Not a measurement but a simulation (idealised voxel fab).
The process module presented herein is designated voxel trench capacitor.
It is cross-section cut that appears here, measuring 270 nm in width, its square cells being 5 nm in size.
Notation: cross-section as square-cell grid; stated in bands, top first, going down; one or more cell rows per band. Band: top height; bottom height; in nm. Then, left to right: material with width in nm, for each material. "full width": a single material spanning edge to edge. "empty": empty space. Heads up on the height convention: 0 is the point under which the incoming wafer is all one material, and the lowest band has no bottom, it just keeps going down, like "0 down". You'd read "30 to 40" like this: the band's top row of cells is as wide as the first number, its bottom row is as wide as the second, and going down, every row changes width by the same amount as the row before did. "nothing changed" (step): cross-section cells unchanged, all of them. "Closed void inventory": empty spaces of 8 cells or more with no open way to the top, each given as width x height at distance, distance from the left edge, all in nm. after a step's settings: what the simulator itself notes on the step. What "overlay nm" on a step's line means: if the step has a mask, that mask lay this far to the right of its planned place, or, when the value is negative, to the left.

[Listed below are the process steps as planned]
1) RECEIVE, material Si
2) CONFORMAL_DEP, material SiN, thk nm 10
3) DIRECTIONAL_DEP, material aC, thk nm 15
4) PATTERN, tone open, mask id TRENCH, material resist, width nm 25, pitch nm 40, thk nm 35, overlay nm 0
5) DIRECTIONAL_ETCH, etch materials aC, depth nm 15
6) STRIP, etch materials resist
7) DIRECTIONAL_ETCH, etch materials SiN, depth nm 10
8) DIRECTIONAL_ETCH, etch materials Si, depth nm 30
9) STRIP, etch materials aC
10) CONFORMAL_DEP, material HfO2, thk nm 5
11) CONFORMAL_DEP, material TiN, thk nm 5
12) FILL_DEP, material W, thk nm 5
13) CMP, height nm 10

[Incoming wafer, cross-sectional view, post step 1]
* 0 down: Si full width
* Closed void inventory: none

[End-of-module cross-section of the first of two wafers, processed as planned]
* 10 to 0: 80 of SiN | 5 of HfO2 | 5 of TiN | 5 of W | 5 of TiN | 5 of HfO2 | 15 of SiN | 5 of HfO2 | 5 of TiN | 5 of W | 5 of TiN | 5 of HfO2 | 15 of SiN | 5 of HfO2 | 5 of TiN | 5 of W | 5 of TiN | 5 of HfO2 | 85 of SiN
* 0 to -20: 80 of Si | 5 of HfO2 | 5 of TiN | 5 of W | 5 of TiN | 5 of HfO2 | 15 of Si | 5 of HfO2 | 5 of TiN | 5 of W | 5 of TiN | 5 of HfO2 | 15 of Si | 5 of HfO2 | 5 of TiN | 5 of W | 5 of TiN | 5 of HfO2 | 85 of Si
* -20 to -25: 80 of Si | 5 of HfO2 | 15 of TiN | 5 of HfO2 | 15 of Si | 5 of HfO2 | 15 of TiN | 5 of HfO2 | 15 of Si | 5 of HfO2 | 15 of TiN | 5 of HfO2 | 85 of Si
* -25 to -30: 80 of Si | 25 of HfO2 | 15 of Si | 25 of HfO2 | 15 of Si | 25 of HfO2 | 85 of Si
* -30 down: Si full width
* Closed void inventory: none

[Cross-sectional view of the second of two wafers upon completion of the module. This wafer shared its starting condition and process plan with the first; one error was made during its execution]
* 10 to 0: 80 of SiN | 5 of HfO2 | 5 of TiN | 5 of W | 5 of TiN | 5 of HfO2 | 15 of SiN | 5 of HfO2 | 5 of TiN | 5 of W | 5 of TiN | 5 of HfO2 | 15 of SiN | 5 of HfO2 | 5 of TiN | 5 of W | 5 of TiN | 5 of HfO2 | 85 of SiN
* 0 to -50: 80 of Si | 5 of HfO2 | 5 of TiN | 5 of W | 5 of TiN | 5 of HfO2 | 15 of Si | 5 of HfO2 | 5 of TiN | 5 of W | 5 of TiN | 5 of HfO2 | 15 of Si | 5 of HfO2 | 5 of TiN | 5 of W | 5 of TiN | 5 of HfO2 | 85 of Si
* -50 to -55: 80 of Si | 5 of HfO2 | 15 of TiN | 5 of HfO2 | 15 of Si | 5 of HfO2 | 15 of TiN | 5 of HfO2 | 15 of Si | 5 of HfO2 | 15 of TiN | 5 of HfO2 | 85 of Si
* -55 to -60: 80 of Si | 25 of HfO2 | 15 of Si | 25 of HfO2 | 15 of Si | 25 of HfO2 | 85 of Si
* -60 down: Si full width
* Closed void inventory: none
So what did we get wrong on this run? plan step 8 was conducted twice
Final wafer comparison in cells, second versus first, more or fewer per material: HfO2: 36 more | Si: 90 fewer | TiN: 36 more | W: 18 more
